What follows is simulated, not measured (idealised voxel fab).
You're looking at the process module voxel released beams.
Pictured: cross-section cut, 250 nm wide, on a grid of 5 nm square cells.
This document writes a cross-section as a grid whose cells are square, and gives it as bands, listed from the top down; one or more rows of cells form a band.
Top height, bottom height, nm. Materials left to right, width each, nm. Single material + "full width" = fills band edge to edge. "empty" = empty.
Convention: height 0 is the level below which the wafer, as received, is all one material. The lowest band does not terminate at the bottom but continues downward, represented as "0 down".
A width such as "30..40" changes by the same amount from each row of cells to the next, from the band's top row to its bottom row.
When a step is marked "no change occurred", none of the cells in the cross-section changed during that step.
Reported under the label "Closed void listing" are the empty spaces having no open way to the top and comprising 8 cells or more; the notation for each is width x height at distance, in which the distance is measured from the left edge and all three values are in nm.
Post-settings text on a step line: simulator's own remark regarding the step.
overlay nm: step with mask; distance mask lay right of planned place; negative value = left of planned place.
### The following list gives the planned process steps
1) op RECEIVE | material Si
2) op CONFORMAL_DEP | material Al2O3 | thk nm 10
3) op DIRECTIONAL_DEP | material SiO2 | thk nm 20
4) op DIRECTIONAL_DEP | material aC | thk nm 15
5) op PATTERN | tone open | mask id ANCHOR | material resist | width nm 25 | thk nm 30 | overlay nm 0
6) op DIRECTIONAL_ETCH | etch materials aC | depth nm 15
7) op STRIP | etch materials resist
8) op DIRECTIONAL_ETCH | etch materials SiO2 | depth nm 20
9) op STRIP | etch materials aC
10) op CONFORMAL_DEP | material SiN | thk nm 10
11) op PATTERN | tone cover | mask id BEAM | material resist | width nm 70 | thk nm 15 | overlay nm 0
12) op DIRECTIONAL_ETCH | etch materials SiN | depth nm 10
13) op STRIP | etch materials resist
14) op STRIP | etch materials SiO2
### Account of the first of two wafers, which was processed as intended
### As-received wafer cross-section (after step 1)
    0 down: Si full width
    Closed void listing: none
### Wafer after step 2 (cross-section)
    10 to 0: Al2O3 full width
    Under the height 0 nothing was changed.
### Wafer after step 3 (cross-section)
    30 to 10: SiO2 full width
    Under the height 10 nothing was changed.
### Wafer after step 4 (cross-section)
    45 to 30: aC full width
    Under the height 30 nothing was changed.
### Wafer after step 5 (cross-section)
    75 to 45: 90 nm resist; 25 nm empty; 135 nm resist
    Under the height 45 nothing was changed.
### Wafer after step 6 (cross-section)
    60 to 45: 90 nm resist; 25 nm empty; 135 nm resist
    45 to 30: 90 nm aC; 25 nm empty; 135 nm aC
    Under the height 30 nothing was changed.
### Wafer after step 7 (cross-section)
    45 to 30: 90 nm aC; 25 nm empty; 135 nm aC
    Under the height 30 nothing was changed.
### Wafer after step 8 (cross-section)
    45 to 30: 90 nm aC; 25 nm empty; 135 nm aC
    30 to 10: 90 nm SiO2; 25 nm empty; 135 nm SiO2
    Under the height 10 nothing was changed.
### Wafer after step 9 (cross-section)
    30 to 10: 90 nm SiO2; 25 nm empty; 135 nm SiO2
    Under the height 10 nothing was changed.
### Wafer after step 10 (cross-section)
    40 to 30: 100 nm SiN; 5 nm empty; 145 nm SiN
    30 to 20: 90 nm SiO2; 10 nm SiN; 5 nm empty; 10 nm SiN; 135 nm SiO2
    20 to 10: 90 nm SiO2; 25 nm SiN; 135 nm SiO2
    Under the height 10 nothing was changed.
### Wafer after step 11 (cross-section)
    55 to 40: 85 nm empty; 70 nm resist; 95 nm empty
    40 to 30: 100 nm SiN; 5 nm resist; 145 nm SiN
    30 to 20: 90 nm SiO2; 10 nm SiN; 5 nm resist; 10 nm SiN; 135 nm SiO2
    Under the height 20 nothing was changed.
### Wafer after step 12 (cross-section)
    55 to 40: 85 nm empty; 70 nm resist; 95 nm empty
    40 to 30: 85 nm empty; 15 nm SiN; 5 nm resist; 50 nm SiN; 95 nm empty
    Under the height 30 nothing was changed.
### Wafer after step 13 (cross-section)
    40 to 30: 85 nm empty; 15 nm SiN; 5 nm empty; 50 nm SiN; 95 nm empty
    30 to 20: 90 nm SiO2; 10 nm SiN; 5 nm empty; 10 nm SiN; 135 nm SiO2
    Under the height 20 nothing was changed.
### Wafer after step 14 (cross-section)
    40 to 30: 85 nm empty; 15 nm SiN; 5 nm empty; 50 nm SiN; 95 nm empty
    30 to 20: 90 nm empty; 10 nm SiN; 5 nm empty; 10 nm SiN; 135 nm empty
    20 to 10: 90 nm empty; 25 nm SiN; 135 nm empty
    Under the height 10 nothing was changed.
### The second wafer was prepared from the same starting point and under the same plan as the first; its processing contained one mistake, and it remains indistinguishable from the first wafer up to and including step 1
Second wafer shown in cross-section at the time step 2 was slated to end: no change occurred
### Second wafer shown in cross-section at the time step 3 was slated to end
    20 to 0: SiO2 full width
    Under the height 0 nothing was changed.
### Second wafer shown in cross-section at the time step 4 was slated to end
    35 to 20: aC full width
    Under the height 20 nothing was changed.
### Second wafer shown in cross-section at the time step 5 was slated to end
    65 to 35: 90 nm resist; 25 nm empty; 135 nm resist
    Under the height 35 nothing was changed.
### Second wafer shown in cross-section at the time step 6 was slated to end
    50 to 35: 90 nm resist; 25 nm empty; 135 nm resist
    35 to 20: 90 nm aC; 25 nm empty; 135 nm aC
    Under the height 20 nothing was changed.
### Second wafer shown in cross-section at the time step 7 was slated to end
    35 to 20: 90 nm aC; 25 nm empty; 135 nm aC
    Under the height 20 nothing was changed.
### Second wafer shown in cross-section at the time step 8 was slated to end
    35 to 20: 90 nm aC; 25 nm empty; 135 nm aC
    20 to 0: 90 nm SiO2; 25 nm empty; 135 nm SiO2
    Under the height 0 nothing was changed.
### Second wafer shown in cross-section at the time step 9 was slated to end
    20 to 0: 90 nm SiO2; 25 nm empty; 135 nm SiO2
    Under the height 0 nothing was changed.
### Second wafer shown in cross-section at the time step 10 was slated to end
    30 to 20: 100 nm SiN; 5 nm empty; 145 nm SiN
    20 to 10: 90 nm SiO2; 10 nm SiN; 5 nm empty; 10 nm SiN; 135 nm SiO2
    10 to 0: 90 nm SiO2; 25 nm SiN; 135 nm SiO2
    Under the height 0 nothing was changed.
### Second wafer shown in cross-section at the time step 11 was slated to end
    45 to 30: 85 nm empty; 70 nm resist; 95 nm empty
    30 to 20: 100 nm SiN; 5 nm resist; 145 nm SiN
    20 to 10: 90 nm SiO2; 10 nm SiN; 5 nm resist; 10 nm SiN; 135 nm SiO2
    Under the height 10 nothing was changed.
### Second wafer shown in cross-section at the time step 12 was slated to end
    45 to 30: 85 nm empty; 70 nm resist; 95 nm empty
    30 to 20: 85 nm empty; 15 nm SiN; 5 nm resist; 50 nm SiN; 95 nm empty
    Under the height 20 nothing was changed.
### Second wafer shown in cross-section at the time step 13 was slated to end
    30 to 20: 85 nm empty; 15 nm SiN; 5 nm empty; 50 nm SiN; 95 nm empty
    20 to 10: 90 nm SiO2; 10 nm SiN; 5 nm empty; 10 nm SiN; 135 nm SiO2
    Under the height 10 nothing was changed.
### Second wafer shown in cross-section at the time step 14 was slated to end
    30 to 20: 85 nm empty; 15 nm SiN; 5 nm empty; 50 nm SiN; 95 nm empty
    20 to 10: 90 nm empty; 10 nm SiN; 5 nm empty; 10 nm SiN; 135 nm empty
    10 to 0: 90 nm empty; 25 nm SiN; 135 nm empty
    Under the height 0 nothing was changed.
It is concluded that the wafer was processed incorrectly with respect to the plan, in that step 2 was dropped from the plan's execution and never run
Wafer comparison, final, in cells, second relative to first, materials more or fewer: Al2O3 -100
